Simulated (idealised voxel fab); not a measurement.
Module name: voxel transistor to metal (process module)
We display cut, a cross-section 210 nm in width whose square cells are each 5 nm.
This document writes a cross-section as a grid whose cells are square, and gives it as bands, listed from the top down; one or more rows of cells form a band. Top height, bottom height, nm. Materials left to right, width each, nm. Single material + "edge to edge" = fills band edge to edge. "empty" = empty. Heights from 0 (as-received wafer is one material below). Bottom band endless downward, as "from 0 down". Per-row width for "30..40": begins at first number (top row of band), ends at second number (bottom row), increment between rows held constant. Any step labelled "everything unchanged" changed none of the cells in the cross-section. Enclosed voids (no open way to top), threshold 8 cells or more, entry "Closed void table", notation width x height at distance, distance from left edge, nm. What comes after the settings on a step's line is commentary from the simulator itself on that step. A step's line can hold "overlay nm"; with a mask on that step, the setting says how far right of the planned place the mask lay, while a negative setting says it lay to the left.
[The planned process steps are enumerated hereunder]
1: RECEIVE, material Si
2: CONFORMAL_DEP, material SiO2, thk nm 5
3: CONFORMAL_DEP, material SiN, thk nm 15
4: DIRECTIONAL_DEP, material aC, thk nm 10
5: PATTERN, tone cover, mask id ACTIVE, material resist, width nm 105, thk nm 30, overlay nm 0
6: DIRECTIONAL_ETCH, etch materials aC, depth nm 10
7: STRIP, etch materials resist
8: DIRECTIONAL_ETCH, etch materials SiN, depth nm 15
9: DIRECTIONAL_ETCH, etch materials SiO2, depth nm 5
10: DIRECTIONAL_ETCH, etch materials Si, depth nm 25
11: STRIP, etch materials aC
12: OXIDIZE, depth nm 5
13: FILL_DEP, material SiO2, thk nm 5
14: CMP, height nm 20
15: SELECTIVE_ETCH, etch materials SiO2, depth nm 10
16: STRIP, etch materials SiN
17: SELECTIVE_ETCH, etch materials SiO2, depth nm 5
18: OXIDIZE, depth nm 5
19: DIRECTIONAL_DEP, material polySi, thk nm 30
20: DIRECTIONAL_DEP, material SiCN, thk nm 15
21: MASKED_ETCH, tone cover, mask id GATE, width nm 25, etch materials SiCN, depth nm 25, overlay nm 0
22: MASKED_ETCH, tone cover, mask id GATE, width nm 25, etch materials polySi, depth nm 40, overlay nm 0
23: CONFORMAL_DEP, material SiO2, thk nm 5
24: DIRECTIONAL_ETCH, etch materials SiO2, depth nm 5
25: CONFORMAL_DEP, material SiN, thk nm 5
26: DIRECTIONAL_ETCH, etch materials SiN, depth nm 5
27: DIRECTIONAL_ETCH, etch materials SiO2, depth nm 5
28: DIRECTIONAL_ETCH, etch materials Si, depth nm 5
29: EPI, material SiGe, thk nm 5
30: FILL_DEP, material SiO2, thk nm 5
31: CMP, height nm 30
32: STRIP, etch materials polySi
33: SELECTIVE_ETCH, etch materials SiO2, depth nm 5
34: CONFORMAL_DEP, material HfO2, thk nm 5
35: CONFORMAL_DEP, material TiN, thk nm 5
36: FILL_DEP, material W, thk nm 10
37: CMP, height nm 25
38: DIRECTIONAL_DEP, material SiO2, thk nm 15
39: DIRECTIONAL_DEP, material aC, thk nm 15
40: PATTERN, tone open, mask id CONTACT, material resist, width nm 20, pitch nm 75, thk nm 30, overlay nm 0
41: DIRECTIONAL_ETCH, etch materials aC, depth nm 15
42: STRIP, etch materials resist
43: DIRECTIONAL_ETCH, etch materials SiO2, depth nm 45
44: STRIP, etch materials aC
45: CONFORMAL_DEP, material TiN, thk nm 5
46: FILL_DEP, material W, thk nm 5
47: CMP, height nm 40
48: CONFORMAL_DEP, material SiN, thk nm 5
49: DIRECTIONAL_DEP, material SiO2, thk nm 15
50: MASKED_ETCH, tone open, mask id METAL_1, width nm 20, pitch nm 75, etch materials SiO2, depth nm 15, overlay nm 0
51: MASKED_ETCH, tone open, mask id METAL_1, width nm 20, pitch nm 75, etch materials SiN, depth nm 5, overlay nm 0
52: CONFORMAL_DEP, material TiN, thk nm 5
53: FILL_DEP, material Cu, thk nm 5
54: CMP, height nm 60
55: EPI, material Ru, thk nm 5
56: FILL_DEP, material SiCN, thk nm 5
[This is the cross-section of the wafer as we received it, i.e. after step 1]
    from 0 down | Si edge to edge
    Closed void table: none
[The cross-section shown corresponds to the wafer at the conclusion of the module. The initial structure and the process plan are those presented above; however, one mistake occurred in executing the plan]
    from 70 to 65 | SiCN edge to edge
    from 65 to 60 | Ru edge to edge
    from 60 to 45 | Cu edge to edge
    from 45 to 40 | SiN edge to edge
    from 40 to 25 | 55 SiO2 / 5 TiN / 10 W / 5 TiN / 55 SiO2 / 5 TiN / 10 W / 5 TiN / 60 SiO2
    from 25 to 5 | 55 SiO2 / 5 TiN / 10 W / 5 TiN / 5 SiO2 / 5 SiN / 5 HfO2 / 5 TiN / 15 W / 5 TiN / 5 HfO2 / 5 SiN / 5 SiO2 / 5 TiN / 10 W / 5 TiN / 60 SiO2
    from 5 to 0 | 50 SiO2 / 5 SiN / 5 TiN / 10 W / 5 TiN / 5 SiO2 / 5 SiN / 5 HfO2 / 25 TiN / 5 HfO2 / 5 SiN / 5 SiO2 / 5 TiN / 10 W / 5 TiN / 5 SiN / 55 SiO2
    from 0 to -5 | 55 SiO2 / 20 TiN / 5 SiGe / 5 SiO2 / 35 HfO2 / 5 SiO2 / 5 SiGe / 20 TiN / 60 SiO2
    from -5 to -10 | 55 SiO2 / 25 SiGe / 45 Si / 25 SiGe / 60 SiO2
    from -10 to -30 | 55 SiO2 / 95 Si / 60 SiO2
    from -30 down | Si edge to edge
    Closed void table: none
It is concluded that the wafer was processed incorrectly with respect to the plan, in that not per plan at step 49, really ran DIRECTIONAL_DEP, material Cu, thk nm 15
